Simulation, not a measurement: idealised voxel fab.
process module | voxel self aligned contacts
cross-section cut | 215 nm wide | cells 5 nm
A cross-section is a grid of square cells, given in bands from the top down. A band is one or more rows of cells.
Each band's line starts with the height of the band's top and of its bottom, in nm. Then come its materials from left to right, each with its width in nm. One material with "throughout" fills the band from edge to edge. "air" is empty space.
Height 0 is the level under which the wafer as received is all one material. The lowest band goes on downwards, as in "0 down".
A width such as "30 to 40" changes by the same amount from each row of cells to the next, from the band's top row to its bottom row.
"no change" after a step means that no cell of the cross-section changed.
closed voids: empty space of 8 cells or more with no open way to the top, each as width x height at its distance from the left edge, in nm
after a step's settings: what the simulator itself notes on the step
overlay nm, on a step with a mask: how far to the right of its planned place the mask lay; to the left if negative
plan
1 op RECEIVE | material Si
2 op CONFORMAL_DEP | material SiO2 | thk nm 5
3 op DIRECTIONAL_DEP | material polySi | thk nm 20
4 op DIRECTIONAL_DEP | material SiN | thk nm 25
5 op MASKED_ETCH | tone cover | mask id GATE | width nm 25 | pitch nm 65 | etch materials SiN | depth nm 25 | overlay nm 0
6 op MASKED_ETCH | tone cover | mask id GATE | width nm 25 | pitch nm 65 | etch materials polySi | depth nm 20 | overlay nm 0
7 op CONFORMAL_DEP | material SiN | thk nm 10
8 op DIRECTIONAL_ETCH | etch materials SiN | depth nm 10
9 op FILL_DEP | material SiO2 | thk nm 20
10 op CMP | height nm 60
11 op DIRECTIONAL_DEP | material aC | thk nm 15
12 op PATTERN | tone open | mask id CONTACT | material resist | width nm 50 | pitch nm 65 | thk nm 35 | overlay nm 0
13 op DIRECTIONAL_ETCH | etch materials aC | depth nm 15
14 op STRIP | etch materials resist
15 op DIRECTIONAL_ETCH | etch materials SiO2 | depth nm 60
16 op STRIP | etch materials aC
17 op CONFORMAL_DEP | material TiN | thk nm 5
18 op FILL_DEP | material Ru | thk nm 5
19 op CMP | height nm 60
20 op CONFORMAL_DEP | material SiCN | thk nm 5
as received, after step 1
  0 down: Si throughout
  closed voids: none
first wafer at the end, as planned
  65 to 60: SiCN throughout
  60 to 50: SiO2 50 | TiN 5 to 20 | Ru 40 to 10 | TiN 5 to 20 | SiO2 15 | TiN 5 to 20 | Ru 40 to 10 | TiN 5 to 20 | SiO2 50
  50 to 25: SiO2 20 | SiN 45 | TiN 5 | Ru 10 | TiN 5 | SiN 45 | TiN 5 | Ru 10 | TiN 5 | SiN 45 | SiO2 20
  25 to 5: SiO2 20 | SiN 10 | polySi 25 | SiN 10 | TiN 5 | Ru 10 | TiN 5 | SiN 10 | polySi 25 | SiN 10 | TiN 5 | Ru 10 | TiN 5 | SiN 10 | polySi 25 | SiN 10 | SiO2 20
  5 to 0: SiO2 65 | TiN 20 | SiO2 45 | TiN 20 | SiO2 65
  0 down: Si throughout
  closed voids: none
second wafer at the end: like start, like plan, one mistake
  65 to 60: SiCN throughout
  60 to 50: SiO2 50 | TiN 5 to 20 | Ru 40 to 10 | TiN 5 to 20 | SiO2 15 | TiN 5 to 20 | Ru 40 to 10 | TiN 5 to 20 | SiO2 50
  50 to 25: SiO2 20 | SiN 45 | TiN 5 | Ru 10 | TiN 5 | SiN 45 | TiN 5 | Ru 10 | TiN 5 | SiN 45 | SiO2 20
  25 to 20: SiO2 20 | SiN 10 | polySi 25 | SiN 10 | TiN 5 | Ru 10 | TiN 5 | SiN 10 | polySi 25 | SiN 10 | TiN 5 | Ru 10 | TiN 5 | SiN 10 | polySi 25 | SiN 10 | SiO2 20
  20 to 15: SiO2 20 | SiN 10 | polySi 25 | SiN 10 | TiN 20 | SiN 10 | polySi 25 | SiN 10 | TiN 20 | SiN 10 | polySi 25 | SiN 10 | SiO2 20
  15 to 5: SiN 30 | polySi 25 | SiN 40 | polySi 25 | SiN 40 | polySi 25 | SiN 30
  5 to 0: SiO2 throughout
  0 down: Si throughout
  closed voids: none
what went wrong: steps 7 and 8 were swapped
at the end the second wafer has, in cells: 12 fewer of Ru | 32 more of SiN | 8 fewer of SiO2 | 12 fewer of TiN
